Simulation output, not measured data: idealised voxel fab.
Process module heading - voxel transistor to metal
Xsec cut, 140 nm wide, square cell size 5 nm.
Cross-sections here: square-cell grids, written as top-down lists of bands, a band being one or more rows of cells.
Band: top and bottom heights (nm) first, top before bottom; then materials from left to right, widths in nm. "edge to edge" marks a sole material filling the band edge to edge. "blank" denotes empty space.
A quick word on heights: they are counted from 0, and under that level the wafer as it came to us is one material throughout. The lowest band is different from the rest in having no bottom; it simply continues downward, written as in "0..down".
It should be noted that a width expressed as "30..40" varies in equal increments from row to row of cells within the band, taking the value of the first number at the top row and that of the second number at the bottom row.
"nothing altered" after a step means that no cell of the cross-section changed.
In "Enclosed voids" the enclosed voids are listed, meaning empty spaces of 8 cells or larger without any opening to the top. The form is width x height at distance, distance from the left edge, units nm.
If you see something after the settings on a step's line, that's the simulator's own remark about that step.
overlay nm: for a step with a mask, the amount by which the mask lay right of where it was planned; a negative amount means left of it.
# The process steps that were planned are listed below
step 1: RECEIVE [material Si]
step 2: CONFORMAL_DEP [material SiO2] [thk nm 5]
step 3: CONFORMAL_DEP [material SiN] [thk nm 10]
step 4: PATTERN [tone cover] [mask id ACTIVE] [material resist] [width nm 100] [thk nm 15] [overlay nm 0]
step 5: DIRECTIONAL_ETCH [etch materials SiN] [depth nm 10]
step 6: DIRECTIONAL_ETCH [etch materials SiO2] [depth nm 5]
step 7: DIRECTIONAL_ETCH [etch materials Si] [depth nm 35]
step 8: STRIP [etch materials resist]
step 9: FILL_DEP [material SiO2] [thk nm 10]
step 10: CMP [height nm 15]
step 11: SELECTIVE_ETCH [etch materials SiO2] [depth nm 5]
step 12: STRIP [etch materials SiN]
step 13: SELECTIVE_ETCH [etch materials SiO2] [depth nm 5]
step 14: OXIDIZE [depth nm 5]
step 15: DIRECTIONAL_DEP [material polySi] [thk nm 20]
step 16: DIRECTIONAL_DEP [material SiCN] [thk nm 10]
step 17: PATTERN [tone cover] [mask id GATE] [material resist] [width nm 30] [thk nm 20] [overlay nm 0]
step 18: DIRECTIONAL_ETCH [etch materials SiCN] [depth nm 20]
step 19: DIRECTIONAL_ETCH [etch materials polySi] [depth nm 30]
step 20: STRIP [etch materials resist]
step 21: CONFORMAL_DEP [material SiO2] [thk nm 5]
step 22: DIRECTIONAL_ETCH [etch materials SiO2] [depth nm 5]
step 23: CONFORMAL_DEP [material SiN] [thk nm 10]
step 24: DIRECTIONAL_ETCH [etch materials SiN] [depth nm 10]
step 25: DIRECTIONAL_ETCH [etch materials SiO2] [depth nm 5]
step 26: DIRECTIONAL_ETCH [etch materials Si] [depth nm 15]
step 27: EPI [material nSi] [thk nm 15]
step 28: FILL_DEP [material SiO2] [thk nm 10]
step 29: CMP [height nm 20]
step 30: STRIP [etch materials polySi]
step 31: SELECTIVE_ETCH [etch materials SiO2] [depth nm 5]
step 32: CONFORMAL_DEP [material HfO2] [thk nm 5]
step 33: CONFORMAL_DEP [material TiN] [thk nm 5]
step 34: FILL_DEP [material W] [thk nm 10]
step 35: CMP [height nm 15]
step 36: DIRECTIONAL_DEP [material SiO2] [thk nm 10]
step 37: MASKED_ETCH [tone open] [mask id CONTACT] [width nm 15] [pitch nm 75] [etch materials SiO2] [depth nm 15] [overlay nm 0]
step 38: CONFORMAL_DEP [material TiN] [thk nm 5]
step 39: FILL_DEP [material Ru] [thk nm 10]
step 40: CMP [height nm 25]
step 41: DIRECTIONAL_DEP [material TiN] [thk nm 5]
step 42: DIRECTIONAL_DEP [material Ru] [thk nm 25]
step 43: MASKED_ETCH [tone cover] [mask id METAL_1] [width nm 15] [pitch nm 75] [etch materials Ru] [depth nm 25] [overlay nm 0]
step 44: MASKED_ETCH [tone cover] [mask id METAL_1] [width nm 15] [pitch nm 75] [etch materials TiN] [depth nm 5] [overlay nm 0]
step 45: FILL_DEP [material lowk] [thk nm 5]
step 46: CMP [height nm 55]
step 47: CONFORMAL_DEP [material SiCN] [thk nm 5]
step 48: DIRECTIONAL_DEP [material SiO2] [thk nm 30]
step 49: DIRECTIONAL_DEP [material aC] [thk nm 15]
step 50: PATTERN [tone open] [mask id METAL_2] [material resist] [width nm 15] [pitch nm 75] [thk nm 35] [overlay nm 0]
step 51: DIRECTIONAL_ETCH [etch materials aC] [depth nm 15]
step 52: STRIP [etch materials resist]
step 53: DIRECTIONAL_ETCH [etch materials SiO2] [depth nm 15]
step 54: STRIP [etch materials aC]
step 55: PATTERN [tone open] [mask id METAL_2_HOLES] [material resist] [width nm 15] [pitch nm 75] [thk nm 20] [overlay nm 0]
step 56: DIRECTIONAL_ETCH [etch materials SiO2] [depth nm 15]
step 57: DIRECTIONAL_ETCH [etch materials SiCN] [depth nm 5]
step 58: STRIP [etch materials resist]
step 59: CONFORMAL_DEP [material TiN] [thk nm 5]
step 60: FILL_DEP [material Cu] [thk nm 5]
step 61: CMP [height nm 90]
step 62: CONFORMAL_DEP [material SiN] [thk nm 5]
# The first of the two wafers, which ran as planned
# Received-state cross-section, reflecting completion of step 1
- 0..down: Si edge to edge
- Enclosed voids: none
# So this is the wafer cross-section right after step 2
- 5..0: SiO2 edge to edge
- All layers under 0 are left as they were.
# So this is the wafer cross-section right after step 3
- 15..5: SiN edge to edge
- All layers under 5 are left as they were.
# So this is the wafer cross-section right after step 4
- 30..15: 20 blank; 100 resist; 20 blank
- All layers under 15 are left as they were.
# So this is the wafer cross-section right after step 5
- 30..15: 20 blank; 100 resist; 20 blank
- 15..5: 20 blank; 100 SiN; 20 blank
- All layers under 5 are left as they were.
# So this is the wafer cross-section right after step 6
- 30..15: 20 blank; 100 resist; 20 blank
- 15..5: 20 blank; 100 SiN; 20 blank
- 5..0: 20 blank; 100 SiO2; 20 blank
- All layers under 0 are left as they were.
# So this is the wafer cross-section right after step 7
- 30..15: 20 blank; 100 resist; 20 blank
- 15..5: 20 blank; 100 SiN; 20 blank
- 5..0: 20 blank; 100 SiO2; 20 blank
- 0..-35: 20 blank; 100 Si; 20 blank
- All layers under -35 are left as they were.
# So this is the wafer cross-section right after step 8
- 15..5: 20 blank; 100 SiN; 20 blank
- All layers under 5 are left as they were.
# So this is the wafer cross-section right after step 9
- 25..15: SiO2 edge to edge
- 15..5: 20 SiO2; 100 SiN; 20 SiO2
- 5..0: SiO2 edge to edge
- 0..-35: 20 SiO2; 100 Si; 20 SiO2
- All layers under -35 are left as they were.
# So this is the wafer cross-section right after step 10
- 15..5: 20 SiO2; 100 SiN; 20 SiO2
- All layers under 5 are left as they were.
# So this is the wafer cross-section right after step 11
- 15..10: 20 blank; 100 SiN; 20 blank
- All layers under 10 are left as they were.
# So this is the wafer cross-section right after step 12
- 10..5: 20 SiO2; 100 blank; 20 SiO2
- All layers under 5 are left as they were.
# So this is the wafer cross-section right after step 13
- 5..0: 15 SiO2; 110 blank; 15 SiO2
- All layers under 0 are left as they were.
# So this is the wafer cross-section right after step 14
- 5..0: 15 SiO2; 110 blank; 15 SiO2
- 0..-5: SiO2 edge to edge
- All layers under -5 are left as they were.
# So this is the wafer cross-section right after step 15
- 25..20: 15 polySi; 110 blank; 15 polySi
- 20..5: polySi edge to edge
- 5..0: 15 SiO2; 110 polySi; 15 SiO2
- All layers under 0 are left as they were.
# So this is the wafer cross-section right after step 16
- 35..30: 15 SiCN; 110 blank; 15 SiCN
- 30..25: SiCN edge to edge
- 25..20: 15 polySi; 110 SiCN; 15 polySi
- All layers under 20 are left as they were.
# So this is the wafer cross-section right after step 17
- 55..35: 55 blank; 30 resist; 55 blank
- 35..30: 15 SiCN; 40 blank; 30 resist; 40 blank; 15 SiCN
- All layers under 30 are left as they were.
# So this is the wafer cross-section right after step 18
- 55..30: 55 blank; 30 resist; 55 blank
- 30..25: 55 blank; 30 SiCN; 55 blank
- 25..20: 15 polySi; 40 blank; 30 SiCN; 40 blank; 15 polySi
- All layers under 20 are left as they were.
# So this is the wafer cross-section right after step 19
- 55..30: 55 blank; 30 resist; 55 blank
- 30..20: 55 blank; 30 SiCN; 55 blank
- 20..5: 55 blank; 30 polySi; 55 blank
- 5..0: 15 SiO2; 40 blank; 30 polySi; 40 blank; 15 SiO2
- All layers under 0 are left as they were.
# So this is the wafer cross-section right after step 20
- 30..20: 55 blank; 30 SiCN; 55 blank
- All layers under 20 are left as they were.
# So this is the wafer cross-section right after step 21
- 35..30: 50 blank; 40 SiO2; 50 blank
- 30..20: 50 blank; 5 SiO2; 30 SiCN; 5 SiO2; 50 blank
- 20..10: 50 blank; 5 SiO2; 30 polySi; 5 SiO2; 50 blank
- 10..5: 20 SiO2; 30 blank; 5 SiO2; 30 polySi; 5 SiO2; 30 blank; 20 SiO2
- 5..0: 55 SiO2; 30 polySi; 55 SiO2
- All layers under 0 are left as they were.
# So this is the wafer cross-section right after step 22
- 30..20: 50 blank; 5 SiO2; 30 SiCN; 5 SiO2; 50 blank
- 20..5: 50 blank; 5 SiO2; 30 polySi; 5 SiO2; 50 blank
- 5..0: 20 SiO2; 30 blank; 5 SiO2; 30 polySi; 5 SiO2; 30 blank; 20 SiO2
- All layers under 0 are left as they were.
# So this is the wafer cross-section right after step 23
- 40..30: 40 blank; 60 SiN; 40 blank
- 30..20: 40 blank; 10 SiN; 5 SiO2; 30 SiCN; 5 SiO2; 10 SiN; 40 blank
- 20..15: 40 blank; 10 SiN; 5 SiO2; 30 polySi; 5 SiO2; 10 SiN; 40 blank
- 15..10: 30 SiN; 10 blank; 10 SiN; 5 SiO2; 30 polySi; 5 SiO2; 10 SiN; 10 blank; 30 SiN
- 10..5: 50 SiN; 5 SiO2; 30 polySi; 5 SiO2; 50 SiN
- 5..0: 20 SiO2; 30 SiN; 5 SiO2; 30 polySi; 5 SiO2; 30 SiN; 20 SiO2
- All layers under 0 are left as they were.
# So this is the wafer cross-section right after step 24
- 30..20: 40 blank; 10 SiN; 5 SiO2; 30 SiCN; 5 SiO2; 10 SiN; 40 blank
- 20..5: 40 blank; 10 SiN; 5 SiO2; 30 polySi; 5 SiO2; 10 SiN; 40 blank
- 5..0: 20 SiO2; 10 SiN; 10 blank; 10 SiN; 5 SiO2; 30 polySi; 5 SiO2; 10 SiN; 10 blank; 10 SiN; 20 SiO2
- All layers under 0 are left as they were.
# So this is the wafer cross-section right after step 25
- 30..25: 40 blank; 10 SiN; 5 blank; 30 SiCN; 5 blank; 10 SiN; 40 blank
- 25..20: 40 blank; 10 SiN; 5 SiO2; 30 SiCN; 5 SiO2; 10 SiN; 40 blank
- 20..5: 40 blank; 10 SiN; 5 SiO2; 30 polySi; 5 SiO2; 10 SiN; 40 blank
- 5..0: 20 blank; 10 SiN; 10 blank; 10 SiN; 5 SiO2; 30 polySi; 5 SiO2; 10 SiN; 10 blank; 10 SiN; 20 blank
- 0..-5: 30 SiO2; 10 blank; 60 SiO2; 10 blank; 30 SiO2
- All layers under -5 are left as they were.
# So this is the wafer cross-section right after step 26
- 30..25: 40 blank; 10 SiN; 5 blank; 30 SiCN; 5 blank; 10 SiN; 40 blank
- 25..20: 40 blank; 10 SiN; 5 SiO2; 30 SiCN; 5 SiO2; 10 SiN; 40 blank
- 20..5: 40 blank; 10 SiN; 5 SiO2; 30 polySi; 5 SiO2; 10 SiN; 40 blank
- 5..0: 20 blank; 10 SiN; 10 blank; 10 SiN; 5 SiO2; 30 polySi; 5 SiO2; 10 SiN; 10 blank; 10 SiN; 20 blank
- 0..-5: 30 SiO2; 10 blank; 60 SiO2; 10 blank; 30 SiO2
- -5..-20: 20 SiO2; 10 Si; 10 blank; 60 Si; 10 blank; 10 Si; 20 SiO2
- All layers under -20 are left as they were.
# So this is the wafer cross-section right after step 27
- 30..25: 40 blank; 10 SiN; 5 blank; 30 SiCN; 5 blank; 10 SiN; 40 blank
- 25..20: 40 blank; 10 SiN; 5 SiO2; 30 SiCN; 5 SiO2; 10 SiN; 40 blank
- 20..10: 40 blank; 10 SiN; 5 SiO2; 30 polySi; 5 SiO2; 10 SiN; 40 blank
- 10..5: 25 blank; 15 nSi; 10 SiN; 5 SiO2; 30 polySi; 5 SiO2; 10 SiN; 15 nSi; 25 blank
- 5..0: 20 blank; 10 SiN; 10 nSi; 10 SiN; 5 SiO2; 30 polySi; 5 SiO2; 10 SiN; 10 nSi; 10 SiN; 20 blank
- 0..-5: 30 SiO2; 10 nSi; 60 SiO2; 10 nSi; 30 SiO2
- -5..-20: 20 SiO2; 10 Si; 10 nSi; 60 Si; 10 nSi; 10 Si; 20 SiO2
- All layers under -20 are left as they were.
# So this is the wafer cross-section right after step 28
- 40..30: SiO2 edge to edge
- 30..20: 40 SiO2; 10 SiN; 5 SiO2; 30 SiCN; 5 SiO2; 10 SiN; 40 SiO2
- 20..10: 40 SiO2; 10 SiN; 5 SiO2; 30 polySi; 5 SiO2; 10 SiN; 40 SiO2
- 10..5: 25 SiO2; 15 nSi; 10 SiN; 5 SiO2; 30 polySi; 5 SiO2; 10 SiN; 15 nSi; 25 SiO2
- 5..0: 20 SiO2; 10 SiN; 10 nSi; 10 SiN; 5 SiO2; 30 polySi; 5 SiO2; 10 SiN; 10 nSi; 10 SiN; 20 SiO2
- All layers under 0 are left as they were.
# So this is the wafer cross-section right after step 29
- 20..10: 40 SiO2; 10 SiN; 5 SiO2; 30 polySi; 5 SiO2; 10 SiN; 40 SiO2
- All layers under 10 are left as they were.
# So this is the wafer cross-section right after step 30
- 20..10: 40 SiO2; 10 SiN; 5 SiO2; 30 blank; 5 SiO2; 10 SiN; 40 SiO2
- 10..5: 25 SiO2; 15 nSi; 10 SiN; 5 SiO2; 30 blank; 5 SiO2; 10 SiN; 15 nSi; 25 SiO2
- 5..0: 20 SiO2; 10 SiN; 10 nSi; 10 SiN; 5 SiO2; 30 blank; 5 SiO2; 10 SiN; 10 nSi; 10 SiN; 20 SiO2
- All layers under 0 are left as they were.
# So this is the wafer cross-section right after step 31
- 20..15: 40 blank; 10 SiN; 40 blank; 10 SiN; 40 blank
- 15..10: 40 SiO2; 10 SiN; 40 blank; 10 SiN; 40 SiO2
- 10..5: 25 SiO2; 15 nSi; 10 SiN; 40 blank; 10 SiN; 15 nSi; 25 SiO2
- 5..0: 20 SiO2; 10 SiN; 10 nSi; 10 SiN; 40 blank; 10 SiN; 10 nSi; 10 SiN; 20 SiO2
- 0..-5: 30 SiO2; 10 nSi; 10 SiO2; 40 blank; 10 SiO2; 10 nSi; 30 SiO2
- All layers under -5 are left as they were.
# So this is the wafer cross-section right after step 32
- 25..20: 35 blank; 20 HfO2; 30 blank; 20 HfO2; 35 blank
- 20..15: 40 HfO2; 10 SiN; 5 HfO2; 30 blank; 5 HfO2; 10 SiN; 40 HfO2
- 15..10: 40 SiO2; 10 SiN; 5 HfO2; 30 blank; 5 HfO2; 10 SiN; 40 SiO2
- 10..5: 25 SiO2; 15 nSi; 10 SiN; 5 HfO2; 30 blank; 5 HfO2; 10 SiN; 15 nSi; 25 SiO2
- 5..0: 20 SiO2; 10 SiN; 10 nSi; 10 SiN; 5 HfO2; 30 blank; 5 HfO2; 10 SiN; 10 nSi; 10 SiN; 20 SiO2
- 0..-5: 30 SiO2; 10 nSi; 10 SiO2; 40 HfO2; 10 SiO2; 10 nSi; 30 SiO2
- All layers under -5 are left as they were.
# So this is the wafer cross-section right after step 33
- 30..25: 30 blank; 30 TiN; 20 blank; 30 TiN; 30 blank
- 25..20: 35 TiN; 20 HfO2; 5 TiN; 20 blank; 5 TiN; 20 HfO2; 35 TiN
- 20..15: 40 HfO2; 10 SiN; 5 HfO2; 5 TiN; 20 blank; 5 TiN; 5 HfO2; 10 SiN; 40 HfO2
- 15..10: 40 SiO2; 10 SiN; 5 HfO2; 5 TiN; 20 blank; 5 TiN; 5 HfO2; 10 SiN; 40 SiO2
- 10..5: 25 SiO2; 15 nSi; 10 SiN; 5 HfO2; 5 TiN; 20 blank; 5 TiN; 5 HfO2; 10 SiN; 15 nSi; 25 SiO2
- 5..0: 20 SiO2; 10 SiN; 10 nSi; 10 SiN; 5 HfO2; 30 TiN; 5 HfO2; 10 SiN; 10 nSi; 10 SiN; 20 SiO2
- All layers under 0 are left as they were.
# So this is the wafer cross-section right after step 34
- 40..30: W edge to edge
- 30..25: 30 W; 30 TiN; 20 W; 30 TiN; 30 W
- 25..20: 35 TiN; 20 HfO2; 5 TiN; 20 W; 5 TiN; 20 HfO2; 35 TiN
- 20..15: 40 HfO2; 10 SiN; 5 HfO2; 5 TiN; 20 W; 5 TiN; 5 HfO2; 10 SiN; 40 HfO2
- 15..10: 40 SiO2; 10 SiN; 5 HfO2; 5 TiN; 20 W; 5 TiN; 5 HfO2; 10 SiN; 40 SiO2
- 10..5: 25 SiO2; 15 nSi; 10 SiN; 5 HfO2; 5 TiN; 20 W; 5 TiN; 5 HfO2; 10 SiN; 15 nSi; 25 SiO2
- All layers under 5 are left as they were.
# So this is the wafer cross-section right after step 35
- 15..10: 40 SiO2; 10 SiN; 5 HfO2; 5 TiN; 20 W; 5 TiN; 5 HfO2; 10 SiN; 40 SiO2
- All layers under 10 are left as they were.
# So this is the wafer cross-section right after step 36
- 25..15: SiO2 edge to edge
- All layers under 15 are left as they were.
# So this is the wafer cross-section right after step 37
- 25..15: 25 SiO2; 15 blank; 60 SiO2; 15 blank; 25 SiO2
- 15..10: 25 SiO2; 15 blank; 10 SiN; 5 HfO2; 5 TiN; 20 W; 5 TiN; 5 HfO2; 10 SiN; 15 blank; 25 SiO2
- All layers under 10 are left as they were.
# So this is the wafer cross-section right after step 38
- 30..25: 30 TiN; 5 blank; 70 TiN; 5 blank; 30 TiN
- 25..15: 25 SiO2; 5 TiN; 5 blank; 5 TiN; 60 SiO2; 5 TiN; 5 blank; 5 TiN; 25 SiO2
- 15..10: 25 SiO2; 15 TiN; 10 SiN; 5 HfO2; 5 TiN; 20 W; 5 TiN; 5 HfO2; 10 SiN; 15 TiN; 25 SiO2
- All layers under 10 are left as they were.
# So this is the wafer cross-section right after step 39
- 40..30: Ru edge to edge
- 30..25: 30 TiN; 5 Ru; 70 TiN; 5 Ru; 30 TiN
- 25..15: 25 SiO2; 5 TiN; 5 Ru; 5 TiN; 60 SiO2; 5 TiN; 5 Ru; 5 TiN; 25 SiO2
- All layers under 15 are left as they were.
# So this is the wafer cross-section right after step 40
- 25..15: 25 SiO2; 5 TiN; 5 Ru; 5 TiN; 60 SiO2; 5 TiN; 5 Ru; 5 TiN; 25 SiO2
- All layers under 15 are left as they were.
# So this is the wafer cross-section right after step 41
- 30..25: TiN edge to edge
- All layers under 25 are left as they were.
# So this is the wafer cross-section right after step 42
- 55..30: Ru edge to edge
- All layers under 30 are left as they were.
# So this is the wafer cross-section right after step 43
- 55..30: 25 blank; 15 Ru; 60 blank; 15 Ru; 25 blank
- All layers under 30 are left as they were.
# So this is the wafer cross-section right after step 44
- 55..30: 25 blank; 15 Ru; 60 blank; 15 Ru; 25 blank
- 30..25: 25 blank; 15 TiN; 60 blank; 15 TiN; 25 blank
- All layers under 25 are left as they were.
# So this is the wafer cross-section right after step 45
- 60..55: lowk edge to edge
- 55..30: 25 lowk; 15 Ru; 60 lowk; 15 Ru; 25 lowk
- 30..25: 25 lowk; 15 TiN; 60 lowk; 15 TiN; 25 lowk
- All layers under 25 are left as they were.
# So this is the wafer cross-section right after step 46
- 55..30: 25 lowk; 15 Ru; 60 lowk; 15 Ru; 25 lowk
- All layers under 30 are left as they were.
# So this is the wafer cross-section right after step 47
- 60..55: SiCN edge to edge
- All layers under 55 are left as they were.
# So this is the wafer cross-section right after step 48
- 90..60: SiO2 edge to edge
- All layers under 60 are left as they were.
# So this is the wafer cross-section right after step 49
- 105..90: aC edge to edge
- All layers under 90 are left as they were.
# So this is the wafer cross-section right after step 50
- 140..105: 25 resist; 15 blank; 60 resist; 15 blank; 25 resist
- All layers under 105 are left as they were.
# So this is the wafer cross-section right after step 51
- 125..105: 25 resist; 15 blank; 60 resist; 15 blank; 25 resist
- 105..90: 25 aC; 15 blank; 60 aC; 15 blank; 25 aC
- All layers under 90 are left as they were.
# So this is the wafer cross-section right after step 52
- 105..90: 25 aC; 15 blank; 60 aC; 15 blank; 25 aC
- All layers under 90 are left as they were.
# So this is the wafer cross-section right after step 53
- 105..90: 25 aC; 15 blank; 60 aC; 15 blank; 25 aC
- 90..75: 25 SiO2; 15 blank; 60 SiO2; 15 blank; 25 SiO2
- All layers under 75 are left as they were.
# So this is the wafer cross-section right after step 54
- 90..75: 25 SiO2; 15 blank; 60 SiO2; 15 blank; 25 SiO2
- All layers under 75 are left as they were.
# So this is the wafer cross-section right after step 55
- 110..90: 25 resist; 15 blank; 60 resist; 15 blank; 25 resist
- All layers under 90 are left as they were.
# So this is the wafer cross-section right after step 56
- 110..90: 25 resist; 15 blank; 60 resist; 15 blank; 25 resist
- 90..60: 25 SiO2; 15 blank; 60 SiO2; 15 blank; 25 SiO2
- All layers under 60 are left as they were.
# So this is the wafer cross-section right after step 57
- 110..90: 25 resist; 15 blank; 60 resist; 15 blank; 25 resist
- 90..60: 25 SiO2; 15 blank; 60 SiO2; 15 blank; 25 SiO2
- 60..55: 25 SiCN; 15 blank; 60 SiCN; 15 blank; 25 SiCN
- All layers under 55 are left as they were.
# So this is the wafer cross-section right after step 58
- 90..60: 25 SiO2; 15 blank; 60 SiO2; 15 blank; 25 SiO2
- All layers under 60 are left as they were.
# So this is the wafer cross-section right after step 59
- 95..90: 30 TiN; 5 blank; 70 TiN; 5 blank; 30 TiN
- 90..60: 25 SiO2; 5 TiN; 5 blank; 5 TiN; 60 SiO2; 5 TiN; 5 blank; 5 TiN; 25 SiO2
- 60..55: 25 SiCN; 15 TiN; 60 SiCN; 15 TiN; 25 SiCN
- All layers under 55 are left as they were.
# So this is the wafer cross-section right after step 60
- 100..95: Cu edge to edge
- 95..90: 30 TiN; 5 Cu; 70 TiN; 5 Cu; 30 TiN
- 90..60: 25 SiO2; 5 TiN; 5 Cu; 5 TiN; 60 SiO2; 5 TiN; 5 Cu; 5 TiN; 25 SiO2
- All layers under 60 are left as they were.
# So this is the wafer cross-section right after step 61
- 90..60: 25 SiO2; 5 TiN; 5 Cu; 5 TiN; 60 SiO2; 5 TiN; 5 Cu; 5 TiN; 25 SiO2
- All layers under 60 are left as they were.
# So this is the wafer cross-section right after step 62
- 95..90: SiN edge to edge
- All layers under 90 are left as they were.
# Second wafer: same start and same plan as the first, one execution error; identical to the first through step 43
# Cross-section of the second wafer at the time by which step 44 should have been completed according to the plan
- 55..30: 25 blank; 15 Ru; 60 blank; 15 Ru; 25 blank
- 30..25: 20 blank; 25 TiN; 50 blank; 25 TiN; 20 blank
- All layers under 25 are left as they were.
# Cross-section of the second wafer at the time by which step 45 should have been completed according to the plan
- 60..55: lowk edge to edge
- 55..30: 25 lowk; 15 Ru; 60 lowk; 15 Ru; 25 lowk
- 30..25: 20 lowk; 25 TiN; 50 lowk; 25 TiN; 20 lowk
- All layers under 25 are left as they were.
# Cross-section of the second wafer at the time by which step 46 should have been completed according to the plan
- 55..30: 25 lowk; 15 Ru; 60 lowk; 15 Ru; 25 lowk
- All layers under 30 are left as they were.
# Cross-section of the second wafer at the time by which step 47 should have been completed according to the plan
- 60..55: SiCN edge to edge
- All layers under 55 are left as they were.
# Cross-section of the second wafer at the time by which step 48 should have been completed according to the plan
- 90..60: SiO2 edge to edge
- All layers under 60 are left as they were.
# Cross-section of the second wafer at the time by which step 49 should have been completed according to the plan
- 105..90: aC edge to edge
- All layers under 90 are left as they were.
# Cross-section of the second wafer at the time by which step 50 should have been completed according to the plan
- 140..105: 25 resist; 15 blank; 60 resist; 15 blank; 25 resist
- All layers under 105 are left as they were.
# Cross-section of the second wafer at the time by which step 51 should have been completed according to the plan
- 125..105: 25 resist; 15 blank; 60 resist; 15 blank; 25 resist
- 105..90: 25 aC; 15 blank; 60 aC; 15 blank; 25 aC
- All layers under 90 are left as they were.
# Cross-section of the second wafer at the time by which step 52 should have been completed according to the plan
- 105..90: 25 aC; 15 blank; 60 aC; 15 blank; 25 aC
- All layers under 90 are left as they were.
# Cross-section of the second wafer at the time by which step 53 should have been completed according to the plan
- 105..90: 25 aC; 15 blank; 60 aC; 15 blank; 25 aC
- 90..75: 25 SiO2; 15 blank; 60 SiO2; 15 blank; 25 SiO2
- All layers under 75 are left as they were.
# Cross-section of the second wafer at the time by which step 54 should have been completed according to the plan
- 90..75: 25 SiO2; 15 blank; 60 SiO2; 15 blank; 25 SiO2
- All layers under 75 are left as they were.
# Cross-section of the second wafer at the time by which step 55 should have been completed according to the plan
- 110..90: 25 resist; 15 blank; 60 resist; 15 blank; 25 resist
- All layers under 90 are left as they were.
# Cross-section of the second wafer at the time by which step 56 should have been completed according to the plan
- 110..90: 25 resist; 15 blank; 60 resist; 15 blank; 25 resist
- 90..60: 25 SiO2; 15 blank; 60 SiO2; 15 blank; 25 SiO2
- All layers under 60 are left as they were.
# Cross-section of the second wafer at the time by which step 57 should have been completed according to the plan
- 110..90: 25 resist; 15 blank; 60 resist; 15 blank; 25 resist
- 90..60: 25 SiO2; 15 blank; 60 SiO2; 15 blank; 25 SiO2
- 60..55: 25 SiCN; 15 blank; 60 SiCN; 15 blank; 25 SiCN
- All layers under 55 are left as they were.
# Cross-section of the second wafer at the time by which step 58 should have been completed according to the plan
- 90..60: 25 SiO2; 15 blank; 60 SiO2; 15 blank; 25 SiO2
- All layers under 60 are left as they were.
# Cross-section of the second wafer at the time by which step 59 should have been completed according to the plan
- 95..90: 30 TiN; 5 blank; 70 TiN; 5 blank; 30 TiN
- 90..60: 25 SiO2; 5 TiN; 5 blank; 5 TiN; 60 SiO2; 5 TiN; 5 blank; 5 TiN; 25 SiO2
- 60..55: 25 SiCN; 15 TiN; 60 SiCN; 15 TiN; 25 SiCN
- All layers under 55 are left as they were.
# Cross-section of the second wafer at the time by which step 60 should have been completed according to the plan
- 100..95: Cu edge to edge
- 95..90: 30 TiN; 5 Cu; 70 TiN; 5 Cu; 30 TiN
- 90..60: 25 SiO2; 5 TiN; 5 Cu; 5 TiN; 60 SiO2; 5 TiN; 5 Cu; 5 TiN; 25 SiO2
- All layers under 60 are left as they were.
# Cross-section of the second wafer at the time by which step 61 should have been completed according to the plan
- 90..60: 25 SiO2; 5 TiN; 5 Cu; 5 TiN; 60 SiO2; 5 TiN; 5 Cu; 5 TiN; 25 SiO2
- All layers under 60 are left as they were.
# Cross-section of the second wafer at the time by which step 62 should have been completed according to the plan
- 95..90: SiN edge to edge
- All layers under 90 are left as they were.
what went wrong: so step 44 ended up running with a different setting than we planned, it ran as MASKED_ETCH [tone cover] [mask id METAL_1] [width nm 25] [pitch nm 75] [etch materials TiN] [depth nm 5] [overlay nm 0]
Final cells, second wafer relative to first, materials higher or lower: TiN +4; lowk -4
